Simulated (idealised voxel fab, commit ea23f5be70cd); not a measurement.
The process module presented herein is designated voxel self aligned vias.
cross-section cut | 235 nm wide | cells 5 nm
We lay out every cross-section as a grid of square cells and spell it out in bands from the top down, where one band means one or more rows of cells. Band: top and bottom heights (nm) first, top before bottom; then materials from left to right, widths in nm. "all across" marks a sole material filling the band edge to edge. "air" denotes empty space. Height is counted from the level 0, under which the received wafer is composed throughout of one material. The lowest of the bands is not closed at the bottom but continues downward, in the notation "from 0 down". The two numbers in a width such as "30..40" mark its ends across the band: the first belongs to the top row of cells, the second to the bottom row, and from each row to the next the width moves by the same amount. "no alterations made" (step): cross-section cells unchanged, all of them. Empty spaces counting at least 8 cells and having no open way to the top are listed in "Fully closed voids". The notation width x height at distance is used for each, the distance being from the left edge and all three values in nm. On a step's line, text after the settings is the simulator commenting on that step. overlay nm: on a step with a mask, how far right of its planned place the mask lay; negative means left.
-- Process steps (planned)
1,RECEIVE (material Si)
2,CONFORMAL_DEP (material SiO2; thk nm 10)
3,CONFORMAL_DEP (material SiCN; thk nm 5)
4,DIRECTIONAL_DEP (material lowk; thk nm 30)
5,PATTERN (tone open; mask id LINES; material resist; width nm 25; pitch nm 65; thk nm 15; overlay nm 0)
6,DIRECTIONAL_ETCH (etch materials lowk; depth nm 30)
7,STRIP (etch materials resist)
8,CONFORMAL_DEP (material TiN; thk nm 5)
9,FILL_DEP (material Ru; thk nm 5)
10,CMP (height nm 45)
11,SELECTIVE_ETCH (etch materials W Ru TiN; depth nm 5)
12,FILL_DEP (material SiN; thk nm 5)
13,CMP (height nm 45)
14,DIRECTIONAL_DEP (material lowk; thk nm 20)
15,MASKED_ETCH (tone open; mask id VIAS; width nm 35; pitch nm 65; etch materials lowk; depth nm 20; overlay nm 0)
16,MASKED_ETCH (tone open; mask id VIAS; width nm 35; pitch nm 65; etch materials SiN; depth nm 5; overlay nm 0)
17,CONFORMAL_DEP (material TiN; thk nm 5)
18,FILL_DEP (material W; thk nm 10)
19,CMP (height nm 65)
20,CONFORMAL_DEP (material SiN; thk nm 5)
-- The first of a set of two wafers, run to plan
-- Step 1 complete: cross-section of the wafer as received
from 0 down: Si all across
Fully closed voids: none
-- Wafer section view after processing step 2
from 10 to 0: SiO2 all across
For the remainder of the cross-section, below 0, there is no change.
-- Wafer section view after processing step 3
from 15 to 10: SiCN all across
For the remainder of the cross-section, below 10, there is no change.
-- Wafer section view after processing step 4
from 45 to 15: lowk all across
For the remainder of the cross-section, below 15, there is no change.
-- Wafer section view after processing step 5
from 60 to 45: resist 40  air 25  resist 40  air 25  resist 40  air 25  resist 40
For the remainder of the cross-section, below 45, there is no change.
-- Wafer section view after processing step 6
from 60 to 45: resist 40  air 25  resist 40  air 25  resist 40  air 25  resist 40
from 45 to 15: lowk 40  air 25  lowk 40  air 25  lowk 40  air 25  lowk 40
For the remainder of the cross-section, below 15, there is no change.
-- Wafer section view after processing step 7
from 45 to 15: lowk 40  air 25  lowk 40  air 25  lowk 40  air 25  lowk 40
For the remainder of the cross-section, below 15, there is no change.
-- Wafer section view after processing step 8
from 50 to 45: TiN 45  air 15  TiN 50  air 15  TiN 50  air 15  TiN 45
from 45 to 20: lowk 40  TiN 5  air 15  TiN 5  lowk 40  TiN 5  air 15  TiN 5  lowk 40  TiN 5  air 15  TiN 5  lowk 40
from 20 to 15: lowk 40  TiN 25  lowk 40  TiN 25  lowk 40  TiN 25  lowk 40
For the remainder of the cross-section, below 15, there is no change.
-- Wafer section view after processing step 9
from 55 to 50: Ru all across
from 50 to 45: TiN 45  Ru 15  TiN 50  Ru 15  TiN 50  Ru 15  TiN 45
from 45 to 20: lowk 40  TiN 5  Ru 15  TiN 5  lowk 40  TiN 5  Ru 15  TiN 5  lowk 40  TiN 5  Ru 15  TiN 5  lowk 40
For the remainder of the cross-section, below 20, there is no change.
-- Wafer section view after processing step 10
from 45 to 20: lowk 40  TiN 5  Ru 15  TiN 5  lowk 40  TiN 5  Ru 15  TiN 5  lowk 40  TiN 5  Ru 15  TiN 5  lowk 40
For the remainder of the cross-section, below 20, there is no change.
-- Wafer section view after processing step 11
from 45 to 40: lowk 40  air 25  lowk 40  air 25  lowk 40  air 25  lowk 40
For the remainder of the cross-section, below 40, there is no change.
-- Wafer section view after processing step 12
from 50 to 45: SiN all across
from 45 to 40: lowk 40  SiN 25  lowk 40  SiN 25  lowk 40  SiN 25  lowk 40
For the remainder of the cross-section, below 40, there is no change.
-- Wafer section view after processing step 13
from 45 to 40: lowk 40  SiN 25  lowk 40  SiN 25  lowk 40  SiN 25  lowk 40
For the remainder of the cross-section, below 40, there is no change.
-- Wafer section view after processing step 14
from 65 to 45: lowk all across
For the remainder of the cross-section, below 45, there is no change.
-- Wafer section view after processing step 15
from 65 to 45: lowk 35  air 35  lowk 30  air 35  lowk 30  air 35  lowk 35
For the remainder of the cross-section, below 45, there is no change.
-- Wafer section view after processing step 16
from 65 to 45: lowk 35  air 35  lowk 30  air 35  lowk 30  air 35  lowk 35
from 45 to 40: lowk 40  air 25  lowk 40  air 25  lowk 40  air 25  lowk 40
For the remainder of the cross-section, below 40, there is no change.
-- Wafer section view after processing step 17
from 70 to 65: TiN 40  air 25  TiN 40  air 25  TiN 40  air 25  TiN 40
from 65 to 50: lowk 35  TiN 5  air 25  TiN 5  lowk 30  TiN 5  air 25  TiN 5  lowk 30  TiN 5  air 25  TiN 5  lowk 35
from 50 to 45: lowk 35  TiN 10  air 15  TiN 10  lowk 30  TiN 10  air 15  TiN 10  lowk 30  TiN 10  air 15  TiN 10  lowk 35
from 45 to 40: lowk 40  TiN 25  lowk 40  TiN 25  lowk 40  TiN 25  lowk 40
For the remainder of the cross-section, below 40, there is no change.
-- Wafer section view after processing step 18
from 80 to 70: W all across
from 70 to 65: TiN 40  W 25  TiN 40  W 25  TiN 40  W 25  TiN 40
from 65 to 50: lowk 35  TiN 5  W 25  TiN 5  lowk 30  TiN 5  W 25  TiN 5  lowk 30  TiN 5  W 25  TiN 5  lowk 35
from 50 to 45: lowk 35  TiN 10  W 15  TiN 10  lowk 30  TiN 10  W 15  TiN 10  lowk 30  TiN 10  W 15  TiN 10  lowk 35
For the remainder of the cross-section, below 45, there is no change.
-- Wafer section view after processing step 19
from 65 to 50: lowk 35  TiN 5  W 25  TiN 5  lowk 30  TiN 5  W 25  TiN 5  lowk 30  TiN 5  W 25  TiN 5  lowk 35
For the remainder of the cross-section, below 50, there is no change.
-- Wafer section view after processing step 20
from 70 to 65: SiN all across
For the remainder of the cross-section, below 65, there is no change.
-- Wafer two of two - same starting point, same process plan, one mistake in execution; matches wafer one up to and including step 14
-- Second wafer, section view, time point: scheduled end of step 15
from 65 to 45: lowk 40  air 25  lowk 40  air 25  lowk 40  air 25  lowk 40
For the remainder of the cross-section, below 45, there is no change.
-- Second wafer, section view, time point: scheduled end of step 16
from 65 to 40: lowk 40  air 25  lowk 40  air 25  lowk 40  air 25  lowk 40
For the remainder of the cross-section, below 40, there is no change.
-- Second wafer, section view, time point: scheduled end of step 17
from 70 to 65: TiN 45  air 15  TiN 50  air 15  TiN 50  air 15  TiN 45
from 65 to 45: lowk 40  TiN 5  air 15  TiN 5  lowk 40  TiN 5  air 15  TiN 5  lowk 40  TiN 5  air 15  TiN 5  lowk 40
from 45 to 40: lowk 40  TiN 25  lowk 40  TiN 25  lowk 40  TiN 25  lowk 40
For the remainder of the cross-section, below 40, there is no change.
-- Second wafer, section view, time point: scheduled end of step 18
from 80 to 70: W all across
from 70 to 65: TiN 45  W 15  TiN 50  W 15  TiN 50  W 15  TiN 45
from 65 to 45: lowk 40  TiN 5  W 15  TiN 5  lowk 40  TiN 5  W 15  TiN 5  lowk 40  TiN 5  W 15  TiN 5  lowk 40
For the remainder of the cross-section, below 45, there is no change.
-- Second wafer, section view, time point: scheduled end of step 19
from 65 to 45: lowk 40  TiN 5  W 15  TiN 5  lowk 40  TiN 5  W 15  TiN 5  lowk 40  TiN 5  W 15  TiN 5  lowk 40
For the remainder of the cross-section, below 45, there is no change.
-- Second wafer, section view, time point: scheduled end of step 20
from 70 to 65: SiN all across
For the remainder of the cross-section, below 65, there is no change.
What was done differently from what was planned? step 15 off recipe, ran as MASKED_ETCH (tone open; mask id VIAS; width nm 25; pitch nm 65; etch materials lowk; depth nm 20; overlay nm 0)
Counted in cells at the end, the second wafer holds more or fewer of these materials than the first: TiN -6; W -18; lowk +24
